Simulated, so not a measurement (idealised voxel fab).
This section sets out a process module, namely voxel capacitor over wiring.
The cross-section shown here is cut; it is 260 nm wide and divided into square cells measuring 5 nm on a side.
Throughout this document, each cross-section is represented as a grid of square cells and is presented as a sequence of bands enumerated from the top downward, where a band comprises one or more rows of cells.
Within each band entry, the heights of the top and of the bottom of the band appear first, in that order and in nm; the materials of the band then follow from left to right, each with its corresponding width in nm. The designation "everywhere" on a single material indicates that it fills the band from edge to edge; the designation "empty" indicates empty space.
It should be noted that heights are counted from 0, beneath which the wafer as supplied is of one material throughout, and that the lowest band possesses no lower boundary but continues downward, as written in "0 -> down".
Quick explanation for "30 to 40": the width changes in equal steps down the rows of cells, from the first number in the band's top row to the second number in its bottom row.
Given "no alteration" for a step, no cell of the cross-section differs between before and after that step.
Listed in "Non-vented voids": every empty space of 8 or more cells without an open way to the top. Form: width x height at distance, the distance being from the left edge, all in nm.
It should be noted that, on the line of a given step, the content following the step's settings is a remark produced by the simulator itself with respect to that step.
The "overlay nm" setting may appear on a step's line; for a step that uses a mask, it gives how far to the right of its planned position the mask lay, and a negative value indicates the left.
Pairs follow: section before one process step, section after it down to the lowest changed band, step with settings underneath. Pairs may come from different runs of this module on the same starting wafer; continuity with the pair above only as stated in the "Pre-step view" entry.
Pre-step view:
	70 -> 60: empty (95) / TiN (60) / empty (105)
	60 -> 55: empty (95) / HfO2 (60) / empty (105)
	55 -> 50: TiN (80) / empty (15) / TiN (165)
	50 -> 40: lowk (80) / TiN (15) / lowk (165)
	40 -> 35: lowk (80) / HfO2 (15) / lowk (165)
	35 -> 30: SiCN (80) / TiN (15) / SiCN (165)
	30 -> 20: W (65) / SiN (5) / lowk (20) / SiN (5) / W (70) / SiN (5) / lowk (20) / SiN (5) / W (65)
	20 -> 15: W (65) / SiN (30) / W (70) / SiN (30) / W (65)
	15 -> 10: TiN everywhere
	10 -> 0: SiO2 everywhere
	0 -> down: Si everywhere
	Non-vented voids: none
after:
	85 -> 70: empty (95) / aC (60) / empty (105)
	70 -> 65: aC (80) / empty (15) / TiN (60) / aC (105)
	65 -> 60: aC (95) / TiN (60) / aC (105)
	60 -> 55: aC (95) / HfO2 (60) / aC (105)
	55 -> 50: TiN (80) / aC (15) / TiN (165)
	Lower than 50, everything is as it was.
	Non-vented voids: none
The structure shown above changes from one cross-section to the other through DIRECTIONAL_DEP: material aC, thk nm 15
Pre-step view: the wafer arrives at this step looking as the after cross-section in the pair just above shows it.
after:
	115 -> 85: empty (75) / resist (85) / empty (100)
	85 -> 70: empty (75) / resist (20) / aC (60) / resist (5) / empty (100)
	70 -> 65: aC (80) / resist (15) / TiN (60) / aC (105)
	Lower than 65, everything is as it was.
	Non-vented voids: none
The structure shown above changes from one cross-section to the other through PATTERN: tone cover, mask id LOWER_PLATE, material resist, width nm 85, thk nm 30, overlay nm 0
Pre-step view: the wafer arrives at this step looking as the after cross-section in the pair just above shows it.
after:
	100 -> 85: empty (75) / resist (85) / empty (100)
	85 -> 70: empty (75) / resist (20) / aC (60) / resist (5) / empty (100)
	70 -> 65: empty (75) / aC (5) / resist (15) / TiN (60) / aC (5) / empty (100)
	65 -> 60: empty (75) / aC (20) / TiN (60) / aC (5) / empty (100)
	60 -> 55: empty (75) / aC (20) / HfO2 (60) / aC (5) / empty (100)
	Lower than 55, everything is as it was.
	Non-vented voids: none
The structure shown above changes from one cross-section to the other through DIRECTIONAL_ETCH: etch materials aC, depth nm 15
Pre-step view: the wafer arrives at this step looking as the after cross-section in the pair just above shows it.
after:
	85 -> 70: empty (95) / aC (60) / empty (105)
	70 -> 65: empty (75) / aC (5) / empty (15) / TiN (60) / aC (5) / empty (100)
	Lower than 65, everything is as it was.
	Non-vented voids: none
The structure shown above changes from one cross-section to the other through STRIP: etch materials resist
Pre-step view: the wafer arrives at this step looking as the after cross-section in the pair just above shows it.
after:
	85 -> 70: empty (95) / aC (60) / empty (105)
	70 -> 65: empty (75) / aC (5) / empty (15) / TiN (60) / aC (5) / empty (100)
	65 -> 60: empty (75) / aC (20) / TiN (60) / aC (5) / empty (100)
	60 -> 55: empty (75) / aC (20) / HfO2 (60) / aC (5) / empty (100)
	55 -> 50: empty (75) / TiN (5) / aC (15) / TiN (65) / empty (100)
	Lower than 50, everything is as it was.
	Non-vented voids: none
The structure shown above changes from one cross-section to the other through DIRECTIONAL_ETCH: etch materials TiN, depth nm 5
Pre-step view: the wafer arrives at this step looking as the after cross-section in the pair just above shows it.
after:
	70 -> 60: empty (95) / TiN (60) / empty (105)
	60 -> 55: empty (95) / HfO2 (60) / empty (105)
	55 -> 50: empty (75) / TiN (5) / empty (15) / TiN (65) / empty (100)
	Lower than 50, everything is as it was.
	Non-vented voids: none
The structure shown above changes from one cross-section to the other through STRIP: etch materials aC
Pre-step view: the wafer arrives at this step looking as the after cross-section in the pair just above shows it.
after:
	85 -> 70: SiO2 everywhere
	70 -> 60: SiO2 (95) / TiN (60) / SiO2 (105)
	60 -> 55: SiO2 (95) / HfO2 (60) / SiO2 (105)
	55 -> 50: SiO2 (75) / TiN (5) / SiO2 (15) / TiN (65) / SiO2 (100)
	Lower than 50, everything is as it was.
	Non-vented voids: none
The structure shown above changes from one cross-section to the other through FILL_DEP: material SiO2, thk nm 15
Pre-step view: the wafer arrives at this step looking as the after cross-section in the pair just above shows it.
after:
	80 -> 70: SiO2 everywhere
	Lower than 70, everything is as it was.
	Non-vented voids: none
The structure shown above changes from one cross-section to the other through CMP: height nm 80
Pre-step view: the wafer arrives at this step looking as the after cross-section in the pair just above shows it.
after:
	90 -> 80: aC everywhere
	Lower than 80, everything is as it was.
	Non-vented voids: none
The structure shown above changes from one cross-section to the other through DIRECTIONAL_DEP: material aC, thk nm 10
Pre-step view: the wafer arrives at this step looking as the after cross-section in the pair just above shows it.
after:
	115 -> 90: resist (90) / empty (15) / resist (155)
	Lower than 90, everything is as it was.
	Non-vented voids: none
The structure shown above changes from one cross-section to the other through PATTERN: tone open, mask id PLUG_2, material resist, width nm 15, thk nm 25, overlay nm 0
Pre-step view: the wafer arrives at this step looking as the after cross-section in the pair just above shows it.
after:
	105 -> 90: resist (90) / empty (15) / resist (155)
	90 -> 80: aC (90) / empty (15) / aC (155)
	Lower than 80, everything is as it was.
	Non-vented voids: none
The structure shown above changes from one cross-section to the other through DIRECTIONAL_ETCH: etch materials aC, depth nm 10
Pre-step view: the wafer arrives at this step looking as the after cross-section in the pair just above shows it.
after:
	90 -> 80: aC (90) / empty (15) / aC (155)
	Lower than 80, everything is as it was.
	Non-vented voids: none
The structure shown above changes from one cross-section to the other through STRIP: etch materials resist
Pre-step view: the wafer arrives at this step looking as the after cross-section in the pair just above shows it.
after:
	90 -> 80: aC (90) / empty (15) / aC (155)
	80 -> 70: SiO2 (90) / empty (15) / SiO2 (155)
	Lower than 70, everything is as it was.
	Non-vented voids: none
The structure shown above changes from one cross-section to the other through DIRECTIONAL_ETCH: etch materials SiO2, depth nm 10
Pre-step view: the wafer arrives at this step looking as the after cross-section in the pair just above shows it.
after:
	80 -> 70: SiO2 (90) / empty (15) / SiO2 (155)
	Lower than 70, everything is as it was.
	Non-vented voids: none
The structure shown above changes from one cross-section to the other through STRIP: etch materials aC
Pre-step view: the wafer arrives at this step looking as the after cross-section in the pair just above shows it.
after:
	85 -> 80: TiN (95) / empty (5) / TiN (160)
	80 -> 75: SiO2 (90) / TiN (5) / empty (5) / TiN (5) / SiO2 (155)
	75 -> 70: SiO2 (90) / TiN (15) / SiO2 (155)
	Lower than 70, everything is as it was.
	Non-vented voids: none
The structure shown above changes from one cross-section to the other through CONFORMAL_DEP: material TiN, thk nm 5
Pre-step view: the wafer arrives at this step looking as the after cross-section in the pair just above shows it.
after:
	90 -> 85: Cu everywhere
	85 -> 80: TiN (95) / Cu (5) / TiN (160)
	80 -> 75: SiO2 (90) / TiN (5) / Cu (5) / TiN (5) / SiO2 (155)
	Lower than 75, everything is as it was.
	Non-vented voids: none
The structure shown above changes from one cross-section to the other through FILL_DEP: material Cu, thk nm 5
Pre-step view: the wafer arrives at this step looking as the after cross-section in the pair just above shows it.
after:
	80 -> 75: SiO2 (90) / TiN (5) / Cu (5) / TiN (5) / SiO2 (155)
	Lower than 75, everything is as it was.
	Non-vented voids: none
The structure shown above changes from one cross-section to the other through CMP: height nm 80
Pre-step view: the wafer arrives at this step looking as the after cross-section in the pair just above shows it.
after:
	85 -> 80: SiN everywhere
	Lower than 80, everything is as it was.
	Non-vented voids: none
The structure shown above changes from one cross-section to the other through CONFORMAL_DEP: material SiN, thk nm 5
